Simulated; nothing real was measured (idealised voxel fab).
You're looking at the process module voxel tone inversion.
Section shown: cut. Width: 255 nm. Cell size: 5 nm, square.
Cross-section format: a grid of square cells, given as bands from top to bottom; each band is one or more rows of cells.
Heads up on the band format: heights come first, top then bottom, in nm. After that it's the materials left to right, each with its width in nm. A single material flagged "edge to edge" fills the whole band edge to edge, and "blank" means there's empty space there.
Height datum 0, below which the as-received substrate wafer is one material. Lowest band open at the bottom, running downward: "0..down".
The notation "30..40" denotes a width that varies across the rows of cells in the band, beginning at the first number in the top row, finishing at the second number in the bottom row, and changing by an identical amount from each row to the next.
You'll sometimes find "nothing different" written for a step, and that's the way of saying that nowhere in the cross-section did a cell change during that step.
The entry "Enclosed void catalog" lists the empty spaces that cover at least 8 cells and have no open path to the top. Each is written as width x height at distance, where the distance is measured from the left edge and all three values are in nm.
On each step's line, the part that comes after the settings is the simulator's own comment on the step.
When a step includes a mask, the "overlay nm" setting on its line states how far to the right of its planned place that mask lay, and negative values state how far to the left.
**The steps planned for the process are as follows**
- 1: RECEIVE [material Si]
- 2: CONFORMAL_DEP [material SiN] [thk nm 5]
- 3: DIRECTIONAL_DEP [material polySi] [thk nm 20]
- 4: PATTERN [tone cover] [mask id POSTS] [material resist] [width nm 20] [pitch nm 40] [thk nm 30] [overlay nm 0]
- 5: DIRECTIONAL_ETCH [etch materials polySi] [depth nm 20]
- 6: STRIP [etch materials resist]
- 7: FILL_DEP [material lowk] [thk nm 5]
- 8: CMP [height nm 25]
- 9: STRIP [etch materials polySi]
- 10: CONFORMAL_DEP [material TiN] [thk nm 5]
- 11: FILL_DEP [material Cu] [thk nm 5]
- 12: CMP [height nm 25]
- 13: CONFORMAL_DEP [material SiN] [thk nm 5]
**First of the two wafers, run per plan**
**Cross-section: wafer on arrival = after step 1**
* 0..down = Si edge to edge
* Enclosed void catalog: none
**Sectional view: wafer, after step 2**
* 5..0 = SiN edge to edge
* Note: structure below 0 unchanged.
**Sectional view: wafer, after step 3**
* 25..5 = polySi edge to edge
* Note: structure below 5 unchanged.
**Sectional view: wafer, after step 4**
* 55..25 = 55 nm blank, then 20 nm resist, then 20 nm blank, then 20 nm resist, then 20 nm blank, then 20 nm resist, then 20 nm blank, then 20 nm resist, then 60 nm blank
* Note: structure below 25 unchanged.
**Sectional view: wafer, after step 5**
* 55..25 = 55 nm blank, then 20 nm resist, then 20 nm blank, then 20 nm resist, then 20 nm blank, then 20 nm resist, then 20 nm blank, then 20 nm resist, then 60 nm blank
* 25..5 = 55 nm blank, then 20 nm polySi, then 20 nm blank, then 20 nm polySi, then 20 nm blank, then 20 nm polySi, then 20 nm blank, then 20 nm polySi, then 60 nm blank
* Note: structure below 5 unchanged.
**Sectional view: wafer, after step 6**
* 25..5 = 55 nm blank, then 20 nm polySi, then 20 nm blank, then 20 nm polySi, then 20 nm blank, then 20 nm polySi, then 20 nm blank, then 20 nm polySi, then 60 nm blank
* Note: structure below 5 unchanged.
**Sectional view: wafer, after step 7**
* 30..25 = lowk edge to edge
* 25..5 = 55 nm lowk, then 20 nm polySi, then 20 nm lowk, then 20 nm polySi, then 20 nm lowk, then 20 nm polySi, then 20 nm lowk, then 20 nm polySi, then 60 nm lowk
* Note: structure below 5 unchanged.
**Sectional view: wafer, after step 8**
* 25..5 = 55 nm lowk, then 20 nm polySi, then 20 nm lowk, then 20 nm polySi, then 20 nm lowk, then 20 nm polySi, then 20 nm lowk, then 20 nm polySi, then 60 nm lowk
* Note: structure below 5 unchanged.
**Sectional view: wafer, after step 9**
* 25..5 = 55 nm lowk, then 20 nm blank, then 20 nm lowk, then 20 nm blank, then 20 nm lowk, then 20 nm blank, then 20 nm lowk, then 20 nm blank, then 60 nm lowk
* Note: structure below 5 unchanged.
**Sectional view: wafer, after step 10**
* 30..25 = 60 nm TiN, then 10 nm blank, then 30 nm TiN, then 10 nm blank, then 30 nm TiN, then 10 nm blank, then 30 nm TiN, then 10 nm blank, then 65 nm TiN
* 25..10 = 55 nm lowk, then 5 nm TiN, then 10 nm blank, then 5 nm TiN, then 20 nm lowk, then 5 nm TiN, then 10 nm blank, then 5 nm TiN, then 20 nm lowk, then 5 nm TiN, then 10 nm blank, then 5 nm TiN, then 20 nm lowk, then 5 nm TiN, then 10 nm blank, then 5 nm TiN, then 60 nm lowk
* 10..5 = 55 nm lowk, then 20 nm TiN, then 20 nm lowk, then 20 nm TiN, then 20 nm lowk, then 20 nm TiN, then 20 nm lowk, then 20 nm TiN, then 60 nm lowk
* Note: structure below 5 unchanged.
**Sectional view: wafer, after step 11**
* 35..30 = Cu edge to edge
* 30..25 = 60 nm TiN, then 10 nm Cu, then 30 nm TiN, then 10 nm Cu, then 30 nm TiN, then 10 nm Cu, then 30 nm TiN, then 10 nm Cu, then 65 nm TiN
* 25..10 = 55 nm lowk, then 5 nm TiN, then 10 nm Cu, then 5 nm TiN, then 20 nm lowk, then 5 nm TiN, then 10 nm Cu, then 5 nm TiN, then 20 nm lowk, then 5 nm TiN, then 10 nm Cu, then 5 nm TiN, then 20 nm lowk, then 5 nm TiN, then 10 nm Cu, then 5 nm TiN, then 60 nm lowk
* Note: structure below 10 unchanged.
**Sectional view: wafer, after step 12**
* 25..10 = 55 nm lowk, then 5 nm TiN, then 10 nm Cu, then 5 nm TiN, then 20 nm lowk, then 5 nm TiN, then 10 nm Cu, then 5 nm TiN, then 20 nm lowk, then 5 nm TiN, then 10 nm Cu, then 5 nm TiN, then 20 nm lowk, then 5 nm TiN, then 10 nm Cu, then 5 nm TiN, then 60 nm lowk
* Note: structure below 10 unchanged.
**Sectional view: wafer, after step 13**
* 30..25 = SiN edge to edge
* Note: structure below 25 unchanged.
**Okay, second wafer. Nothing different at the start, nothing different in the plan, just one mistake somewhere in the running. As far as step 3, counting that step, it's the first wafer all over again**
**Second wafer profile in section, at the moment step 4 of the plan was meant to be complete**
* 55..25 = 45 nm blank, then 20 nm resist, then 20 nm blank, then 20 nm resist, then 20 nm blank, then 20 nm resist, then 20 nm blank, then 20 nm resist, then 70 nm blank
* Note: structure below 25 unchanged.
**Second wafer profile in section, at the moment step 5 of the plan was meant to be complete**
* 55..25 = 45 nm blank, then 20 nm resist, then 20 nm blank, then 20 nm resist, then 20 nm blank, then 20 nm resist, then 20 nm blank, then 20 nm resist, then 70 nm blank
* 25..5 = 45 nm blank, then 20 nm polySi, then 20 nm blank, then 20 nm polySi, then 20 nm blank, then 20 nm polySi, then 20 nm blank, then 20 nm polySi, then 70 nm blank
* Note: structure below 5 unchanged.
**Second wafer profile in section, at the moment step 6 of the plan was meant to be complete**
* 25..5 = 45 nm blank, then 20 nm polySi, then 20 nm blank, then 20 nm polySi, then 20 nm blank, then 20 nm polySi, then 20 nm blank, then 20 nm polySi, then 70 nm blank
* Note: structure below 5 unchanged.
**Second wafer profile in section, at the moment step 7 of the plan was meant to be complete**
* 30..25 = lowk edge to edge
* 25..5 = 45 nm lowk, then 20 nm polySi, then 20 nm lowk, then 20 nm polySi, then 20 nm lowk, then 20 nm polySi, then 20 nm lowk, then 20 nm polySi, then 70 nm lowk
* Note: structure below 5 unchanged.
**Second wafer profile in section, at the moment step 8 of the plan was meant to be complete**
* 25..5 = 45 nm lowk, then 20 nm polySi, then 20 nm lowk, then 20 nm polySi, then 20 nm lowk, then 20 nm polySi, then 20 nm lowk, then 20 nm polySi, then 70 nm lowk
* Note: structure below 5 unchanged.
**Second wafer profile in section, at the moment step 9 of the plan was meant to be complete**
* 25..5 = 45 nm lowk, then 20 nm blank, then 20 nm lowk, then 20 nm blank, then 20 nm lowk, then 20 nm blank, then 20 nm lowk, then 20 nm blank, then 70 nm lowk
* Note: structure below 5 unchanged.
**Second wafer profile in section, at the moment step 10 of the plan was meant to be complete**
* 30..25 = 50 nm TiN, then 10 nm blank, then 30 nm TiN, then 10 nm blank, then 30 nm TiN, then 10 nm blank, then 30 nm TiN, then 10 nm blank, then 75 nm TiN
* 25..10 = 45 nm lowk, then 5 nm TiN, then 10 nm blank, then 5 nm TiN, then 20 nm lowk, then 5 nm TiN, then 10 nm blank, then 5 nm TiN, then 20 nm lowk, then 5 nm TiN, then 10 nm blank, then 5 nm TiN, then 20 nm lowk, then 5 nm TiN, then 10 nm blank, then 5 nm TiN, then 70 nm lowk
* 10..5 = 45 nm lowk, then 20 nm TiN, then 20 nm lowk, then 20 nm TiN, then 20 nm lowk, then 20 nm TiN, then 20 nm lowk, then 20 nm TiN, then 70 nm lowk
* Note: structure below 5 unchanged.
**Second wafer profile in section, at the moment step 11 of the plan was meant to be complete**
* 35..30 = Cu edge to edge
* 30..25 = 50 nm TiN, then 10 nm Cu, then 30 nm TiN, then 10 nm Cu, then 30 nm TiN, then 10 nm Cu, then 30 nm TiN, then 10 nm Cu, then 75 nm TiN
* 25..10 = 45 nm lowk, then 5 nm TiN, then 10 nm Cu, then 5 nm TiN, then 20 nm lowk, then 5 nm TiN, then 10 nm Cu, then 5 nm TiN, then 20 nm lowk, then 5 nm TiN, then 10 nm Cu, then 5 nm TiN, then 20 nm lowk, then 5 nm TiN, then 10 nm Cu, then 5 nm TiN, then 70 nm lowk
* Note: structure below 10 unchanged.
**Second wafer profile in section, at the moment step 12 of the plan was meant to be complete**
* 25..10 = 45 nm lowk, then 5 nm TiN, then 10 nm Cu, then 5 nm TiN, then 20 nm lowk, then 5 nm TiN, then 10 nm Cu, then 5 nm TiN, then 20 nm lowk, then 5 nm TiN, then 10 nm Cu, then 5 nm TiN, then 20 nm lowk, then 5 nm TiN, then 10 nm Cu, then 5 nm TiN, then 70 nm lowk
* Note: structure below 10 unchanged.
**Second wafer profile in section, at the moment step 13 of the plan was meant to be complete**
* 30..25 = SiN edge to edge
* Note: structure below 25 unchanged.
The plan and the run diverged here: step 4 did not use the planned setting and instead ran as PATTERN [tone cover] [mask id POSTS] [material resist] [width nm 20] [pitch nm 40] [thk nm 30] [overlay nm -10]
Upon completion, the cell count for each material on the second wafer equals that on the first, whereas the spatial distribution of those cells differs.
